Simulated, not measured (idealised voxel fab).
This is a process module. Its name is voxel ribs on slabs.
The cross-section shown here is cut; it is 240 nm wide and divided into square cells measuring 5 nm on a side.
A cross-section is a grid of square cells, given in bands from the top down. A band is one or more rows of cells.
Heads up on the band format: heights come first, top then bottom, in nm. After that it's the materials left to right, each with its width in nm. A single material flagged "everywhere" fills the whole band edge to edge, and "air" means there's empty space there.
Height 0 is the level under which the wafer as received is all one material. The lowest band goes on downwards, as in "0 -> down".
With a width like "30 to 40", each row of cells in the band differs from the next by the same amount, the top row carrying the first number and the bottom row the second.
"no change" (step): cross-section cells unchanged, all of them.
Heads up: "Sealed void listing" only lists the empty pockets with no open path to the top that are 8 cells or more, and it writes them as width x height at distance, distance from the left edge, in nm.
Past the settings on a step's line: simulator remark, on that step.
The setting "overlay nm" may be written on the line of a step. When the step uses a mask, the value reports how far to the right of the planned place the mask lay, and a negative value reports that it lay to the left.

### Process steps foreseen in the plan
1) RECEIVE with material Si
2) DIRECTIONAL_DEP with material SiO2, thk nm 20
3) DIRECTIONAL_DEP with material SiN, thk nm 20
4) DIRECTIONAL_DEP with material aC, thk nm 10
5) PATTERN with tone cover, mask id RIB, material resist, width nm 30, thk nm 30, overlay nm 0
6) DIRECTIONAL_ETCH with etch materials aC, depth nm 10
7) STRIP with etch materials resist
8) DIRECTIONAL_ETCH with etch materials SiN, depth nm 15
9) STRIP with etch materials aC
10) MASKED_ETCH with tone cover, mask id SLAB, width nm 60, etch materials SiN, depth nm 5, overlay nm 0
11) FILL_DEP with material SiO2, thk nm 15
12) CMP with height nm 50
13) DIRECTIONAL_DEP with material W, thk nm 5
14) MASKED_ETCH with tone cover, mask id HEATER, width nm 40, etch materials W, depth nm 5, overlay nm 0
15) CONFORMAL_DEP with material SiN, thk nm 10

### Incoming wafer in cross-section (state: after step 1)
  0 -> down | Si everywhere
  Sealed void listing: none

### End-of-module XS, first of two wafers, run as planned
  65 -> 60 | air 90, then SiN 60, then air 90
  60 -> 55 | SiN everywhere
  55 -> 50 | SiN 100, then W 40, then SiN 100
  50 -> 40 | SiO2 everywhere
  40 -> 25 | SiO2 105, then SiN 30, then SiO2 105
  25 -> 20 | SiO2 90, then SiN 60, then SiO2 90
  20 -> 0 | SiO2 everywhere
  0 -> down | Si everywhere
  Sealed void listing: none

### Wafer two cross-section, module end. Start and plan unchanged from wafer one; one mistake made during the run
  65 -> 60 | air 90, then SiN 60, then air 90
  60 -> 55 | SiN everywhere
  55 -> 50 | SiN 100, then W 40, then SiN 100
  50 -> 40 | SiO2 everywhere
  40 -> 25 | SiO2 100, then SiN 30, then SiO2 110
  25 -> 20 | SiO2 90, then SiN 60, then SiO2 90
  20 -> 0 | SiO2 everywhere
  0 -> down | Si everywhere
  Sealed void listing: none
what went wrong: step 5, actual vs plan mismatch, actual run PATTERN with tone cover, mask id RIB, material resist, width nm 30, thk nm 30, overlay nm -5
Same inventory, different map: at the end, the second wafer holds as many cells of each material as the first, placed elsewhere.
